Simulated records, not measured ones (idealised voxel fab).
Presented below is a process module, voxel wiring stack.
Square cells of 5 nm make up the cross-section cut, whose width is 290 nm.
Throughout this document, each cross-section is represented as a grid of square cells and is presented as a sequence of bands enumerated from the top downward, where a band comprises one or more rows of cells. Top, bottom (nm), then materials left to right with widths (nm); lone material tagged "full width" fills the whole band edge to edge; "air" = empty space. Heights are reckoned from 0. Under this level, the received wafer is all of one material. The bottommost band is open-ended downward, for example "0 -> down". Quick explanation for "30->40": the width changes in equal steps down the rows of cells, from the first number in the band's top row to the second number in its bottom row. A step reported as "remained unchanged" is a step in which no cell of the cross-section changed. "Cavities, closed" enumerates empty spaces isolated from the top, with no open way to it, that contain at least 8 cells, giving each as width x height at distance from the left edge, all three in nm. Read whatever lies past the settings on a step's line as the simulator's own remark about the step. overlay nm: mask right of planned place by this much (step with mask). Neg. = left.

# plan
1: op RECEIVE | material Si
2: op CONFORMAL_DEP | material SiO2 | thk nm 15
3: op CONFORMAL_DEP | material SiN | thk nm 5
4: op DIRECTIONAL_DEP | material SiO2 | thk nm 15
5: op PATTERN | tone open | mask id METAL_1 | material resist | width nm 20 | pitch nm 50 | thk nm 20 | overlay nm 0
6: op DIRECTIONAL_ETCH | etch materials SiO2 | depth nm 15
7: op DIRECTIONAL_ETCH | etch materials SiN | depth nm 5
8: op STRIP | etch materials resist
9: op CONFORMAL_DEP | material TiN | thk nm 5
10: op FILL_DEP | material Cu | thk nm 5
11: op CMP | height nm 35
12: op CONFORMAL_DEP | material SiCN | thk nm 5
13: op DIRECTIONAL_DEP | material SiO2 | thk nm 25
14: op DIRECTIONAL_DEP | material aC | thk nm 15
15: op PATTERN | tone open | mask id METAL_2_HOLES | material resist | width nm 15 | pitch nm 100 | thk nm 35 | overlay nm 0
16: op DIRECTIONAL_ETCH | etch materials aC | depth nm 15
17: op STRIP | etch materials resist
18: op DIRECTIONAL_ETCH | etch materials SiO2 | depth nm 25
19: op STRIP | etch materials aC
20: op PATTERN | tone open | mask id METAL_2 | material resist | width nm 20 | pitch nm 50 | thk nm 15 | overlay nm 0
21: op DIRECTIONAL_ETCH | etch materials SiO2 | depth nm 15
22: op DIRECTIONAL_ETCH | etch materials SiCN | depth nm 5
23: op STRIP | etch materials resist
24: op CONFORMAL_DEP | material TiN | thk nm 5
25: op FILL_DEP | material Ru | thk nm 10
26: op CMP | height nm 65
27: op CONFORMAL_DEP | material SiCN | thk nm 5
28: op DIRECTIONAL_DEP | material lowk | thk nm 30
29: op PATTERN | tone open | mask id METAL_3_HOLES | material resist | width nm 15 | pitch nm 100 | thk nm 20 | overlay nm 0
30: op DIRECTIONAL_ETCH | etch materials lowk | depth nm 30
31: op STRIP | etch materials resist
32: op MASKED_ETCH | tone open | mask id METAL_3 | width nm 20 | pitch nm 50 | etch materials lowk | depth nm 20 | overlay nm 0
33: op MASKED_ETCH | tone open | mask id METAL_3 | width nm 20 | pitch nm 50 | etch materials SiCN | depth nm 5 | overlay nm 0
34: op CONFORMAL_DEP | material TiN | thk nm 5
35: op FILL_DEP | material Ru | thk nm 10
36: op CMP | height nm 100
37: op CONFORMAL_DEP | material SiCN | thk nm 5
38: op DIRECTIONAL_DEP | material lowk | thk nm 10
39: op MASKED_ETCH | tone open | mask id PLUG_3 | width nm 15 | pitch nm 50 | etch materials lowk | depth nm 10 | overlay nm 0
40: op MASKED_ETCH | tone open | mask id PLUG_3 | width nm 15 | pitch nm 50 | etch materials SiCN | depth nm 5 | overlay nm 0
41: op EPI | material Ru | thk nm 10
42: op EPI | material Ru | thk nm 5
43: op CONFORMAL_DEP | material SiN | thk nm 5
44: op DIRECTIONAL_DEP | material lowk | thk nm 15
45: op DIRECTIONAL_DEP | material aC | thk nm 15
46: op PATTERN | tone open | mask id METAL_4 | material resist | width nm 20 | pitch nm 50 | thk nm 35 | overlay nm 0
47: op DIRECTIONAL_ETCH | etch materials aC | depth nm 15
48: op STRIP | etch materials resist
49: op DIRECTIONAL_ETCH | etch materials lowk | depth nm 15
50: op DIRECTIONAL_ETCH | etch materials SiN | depth nm 5
51: op STRIP | etch materials aC
52: op CONFORMAL_DEP | material TiN | thk nm 5
53: op FILL_DEP | material Ru | thk nm 5
54: op CMP | height nm 135
55: op EPI | material Ru | thk nm 5
56: op FILL_DEP | material SiCN | thk nm 5

# Cross-section of the incoming wafer, state after step 1
- 0 -> down | Si full width
- Cavities, closed: none

# Cross-sectional view of the first of the two wafers upon completion of the module, processed in accordance with the plan
- 145 -> 140 | SiCN full width
- 140 -> 135 | 80 SiCN  30 Ru  20 SiCN  30 Ru  20 SiCN  30 Ru  80 SiCN
- 135 -> 120 | 85 lowk  5 TiN  10 Ru  5 TiN  30 lowk  5 TiN  10 Ru  5 TiN  30 lowk  5 TiN  10 Ru  5 TiN  85 lowk
- 120 -> 115 | 85 SiN  20 TiN  30 SiN  20 TiN  30 SiN  20 TiN  85 SiN
- 115 -> 105 | 85 lowk  15 Ru  35 lowk  15 Ru  35 lowk  15 Ru  90 lowk
- 105 -> 100 | 85 SiCN  15 Ru  35 SiCN  15 Ru  35 SiCN  15 Ru  90 SiCN
- 100 -> 85 | 85 lowk  5 TiN  10 Ru  5 TiN  30 lowk  5 TiN  10 Ru  5 TiN  30 lowk  5 TiN  10 Ru  5 TiN  85 lowk
- 85 -> 80 | 85 lowk  5 TiN  5 Ru  10 TiN  30 lowk  20 TiN  30 lowk  5 TiN  5 Ru  10 TiN  85 lowk
- 80 -> 70 | 85 lowk  5 TiN  5 Ru  5 TiN  85 lowk  5 TiN  5 Ru  5 TiN  90 lowk
- 70 -> 65 | 85 SiCN  15 TiN  85 SiCN  15 TiN  90 SiCN
- 65 -> 55 | 85 SiO2  5 TiN  10 Ru  5 TiN  30 SiO2  5 TiN  10 Ru  5 TiN  30 SiO2  5 TiN  10 Ru  5 TiN  85 SiO2
- 55 -> 50 | 85 SiO2  5 TiN  5 Ru  10 TiN  30 SiO2  20 TiN  30 SiO2  5 TiN  5 Ru  10 TiN  85 SiO2
- 50 -> 40 | 85 SiO2  5 TiN  5 Ru  5 TiN  85 SiO2  5 TiN  5 Ru  5 TiN  90 SiO2
- 40 -> 35 | 85 SiCN  15 TiN  85 SiCN  15 TiN  90 SiCN
- 35 -> 20 | 85 SiO2  5 TiN  10 Cu  5 TiN  30 SiO2  5 TiN  10 Cu  5 TiN  30 SiO2  5 TiN  10 Cu  5 TiN  85 SiO2
- 20 -> 15 | 85 SiN  20 TiN  30 SiN  20 TiN  30 SiN  20 TiN  85 SiN
- 15 -> 0 | SiO2 full width
- 0 -> down | Si full width
- Cavities, closed: none

# Cross-section, second wafer: same start as the first, same plan as the first, one mistake in running it; taken at the end of the module
- 145 -> 140 | SiCN full width
- 140 -> 135 | 80 SiCN  30 Ru  20 SiCN  30 Ru  20 SiCN  30 Ru  80 SiCN
- 135 -> 120 | 85 lowk  5 TiN  10 Ru  5 TiN  30 lowk  5 TiN  10 Ru  5 TiN  30 lowk  5 TiN  10 Ru  5 TiN  85 lowk
- 120 -> 115 | 85 SiN  20 TiN  30 SiN  20 TiN  30 SiN  20 TiN  85 SiN
- 115 -> 105 | 85 lowk  15 Ru  35 lowk  5 SiN  5 TiN  5 SiN  35 lowk  15 Ru  90 lowk
- 105 -> 100 | 85 SiCN  15 Ru  35 SiCN  5 SiN  5 TiN  5 SiN  35 SiCN  15 Ru  90 SiCN
- 100 -> 85 | 85 lowk  5 TiN  5 Ru  5 TiN  85 lowk  5 TiN  5 Ru  5 TiN  90 lowk
- 85 -> 80 | 85 lowk  15 TiN  85 lowk  15 TiN  90 lowk
- 80 -> 70 | lowk full width
- 70 -> 65 | SiCN full width
- 65 -> 55 | 85 SiO2  5 TiN  10 Ru  5 TiN  30 SiO2  5 TiN  10 Ru  5 TiN  30 SiO2  5 TiN  10 Ru  5 TiN  85 SiO2
- 55 -> 50 | 85 SiO2  5 TiN  5 Ru  10 TiN  30 SiO2  20 TiN  30 SiO2  5 TiN  5 Ru  10 TiN  85 SiO2
- 50 -> 40 | 85 SiO2  5 TiN  5 Ru  5 TiN  85 SiO2  5 TiN  5 Ru  5 TiN  90 SiO2
- 40 -> 35 | 85 SiCN  15 TiN  85 SiCN  15 TiN  90 SiCN
- 35 -> 20 | 85 SiO2  5 TiN  10 Cu  5 TiN  30 SiO2  5 TiN  10 Cu  5 TiN  30 SiO2  5 TiN  10 Cu  5 TiN  85 SiO2
- 20 -> 15 | 85 SiN  20 TiN  30 SiN  20 TiN  30 SiN  20 TiN  85 SiN
- 15 -> 0 | SiO2 full width
- 0 -> down | Si full width
- Cavities, closed: none
What broke from the plan during processing? the plan had its step 28 run twice
It is noted that, at the conclusion of processing, the second wafer exhibits a higher or lower cell count for certain materials relative to the first: 27 fewer of Ru, 6 more of SiCN, 6 more of SiN, 21 fewer of TiN, 36 more of lowk
